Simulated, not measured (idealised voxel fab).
Herein follows the process module entitled voxel gate over fins.
In the cross-section labelled cut, the width is 190 nm and each square cell is 5 nm.
If you're reading a cross-section in this doc, picture square cells in a grid; it comes to you as bands, top ones listed first down to the bottom, and a band can be one or more rows of cells.
Band entry format. Leading values: height of top, height of bottom, nm. Remainder: materials in left-to-right order, each with its width in nm. Special words: "edge to edge" on a single material, which then fills the band edge to edge; "air", empty space.
Counting heights begins at 0, where everything beneath is, in the wafer as received, one material. The lowest band has no bottom; it goes on downwards, as "from 0 down" shows.
Note: "30->40" means the width goes from the first number (top row of the band) to the second number (bottom row) in equal steps per row of cells.
"remained the same" means the step left every cell of the cross-section as it was.
The entry "Enclosed void list" lists the empty spaces that cover at least 8 cells and have no open path to the top. Each is written as width x height at distance, where the distance is measured from the left edge and all three values are in nm.
Whatever follows a step's settings on its line is a remark the simulator itself makes about that step.
"overlay nm", when on a step's line for a step with a mask, measures how far to the right of its planned place the mask lay; a negative measure means to the left.

## Process steps - plan
1 RECEIVE, material Si
2 CONFORMAL_DEP, material SiN, thk nm 10
3 PATTERN, tone cover, mask id FINS, material resist, width nm 15, pitch nm 50, thk nm 20, overlay nm 0
4 DIRECTIONAL_ETCH, etch materials SiN, depth nm 10
5 DIRECTIONAL_ETCH, etch materials Si, depth nm 30
6 STRIP, etch materials resist
7 FILL_DEP, material SiO2, thk nm 5
8 CMP, height nm 10
9 PATTERN, tone open, mask id RAIL, material resist, width nm 15, thk nm 15, overlay nm 0
10 DIRECTIONAL_ETCH, etch materials SiO2, depth nm 35
11 STRIP, etch materials resist
12 CONFORMAL_DEP, material TiN, thk nm 5
13 FILL_DEP, material Ru, thk nm 5
14 CMP, height nm 10
15 SELECTIVE_ETCH, etch materials W Ru TiN, depth nm 25
16 FILL_DEP, material SiO2, thk nm 5
17 CMP, height nm 10
18 SELECTIVE_ETCH, etch materials SiO2, depth nm 20
19 STRIP, etch materials SiN
20 CONFORMAL_DEP, material HfO2, thk nm 5
21 CONFORMAL_DEP, material TiN, thk nm 5
22 FILL_DEP, material W, thk nm 10
23 CMP, height nm 15
24 CONFORMAL_DEP, material SiCN, thk nm 10

## As-received wafer cross-section (after step 1)
- from 0 down  Si edge to edge
- Enclosed void list: none

## Here's the cross-section of the first of our two wafers at the end of the module - it ran as planned
- from 25 to 15  SiCN edge to edge
- from 15 to 10  W edge to edge
- from 10 to 5  W 50, TiN 35, W 15, TiN 35, W 55
- from 5 to 0  W 50, TiN 5, HfO2 25, TiN 5, W 15, TiN 5, HfO2 25, TiN 5, W 55
- from 0 to -5  TiN 55, HfO2 5, Si 15, HfO2 5, TiN 25, HfO2 5, Si 15, HfO2 5, TiN 60
- from -5 to -10  HfO2 60, Si 15, HfO2 35, Si 15, HfO2 65
- from -10 to -15  SiO2 60, Si 15, SiO2 35, Si 15, SiO2 65
- from -15 to -20  SiO2 60, Si 15, SiO2 10, TiN 5, Ru 5, TiN 5, SiO2 10, Si 15, SiO2 65
- from -20 to -25  SiO2 60, Si 15, SiO2 10, TiN 15, SiO2 10, Si 15, SiO2 65
- from -25 to -30  SiO2 60, Si 15, SiO2 35, Si 15, SiO2 65
- from -30 down  Si edge to edge
- Enclosed void list: none

## The second wafer, shown in cross-section after the module: started the same way as the first and given the same plan, yet one mistake crept into how it was run
- from 25 to 15  TiN edge to edge
- from 15 to 10  W edge to edge
- from 10 to 5  W 50, TiN 35, W 15, TiN 35, W 55
- from 5 to 0  W 50, TiN 5, HfO2 25, TiN 5, W 15, TiN 5, HfO2 25, TiN 5, W 55
- from 0 to -5  TiN 55, HfO2 5, Si 15, HfO2 5, TiN 25, HfO2 5, Si 15, HfO2 5, TiN 60
- from -5 to -10  HfO2 60, Si 15, HfO2 35, Si 15, HfO2 65
- from -10 to -15  SiO2 60, Si 15, SiO2 35, Si 15, SiO2 65
- from -15 to -20  SiO2 60, Si 15, SiO2 10, TiN 5, Ru 5, TiN 5, SiO2 10, Si 15, SiO2 65
- from -20 to -25  SiO2 60, Si 15, SiO2 10, TiN 15, SiO2 10, Si 15, SiO2 65
- from -25 to -30  SiO2 60, Si 15, SiO2 35, Si 15, SiO2 65
- from -30 down  Si edge to edge
- Enclosed void list: none
Where did the run depart from the plan? so step 24 ended up running with a different setting than we planned, it ran as CONFORMAL_DEP, material TiN, thk nm 10
It is noted that, at the conclusion of processing, the second wafer exhibits a higher or lower cell count for certain materials relative to the first: SiCN -76 | TiN +76
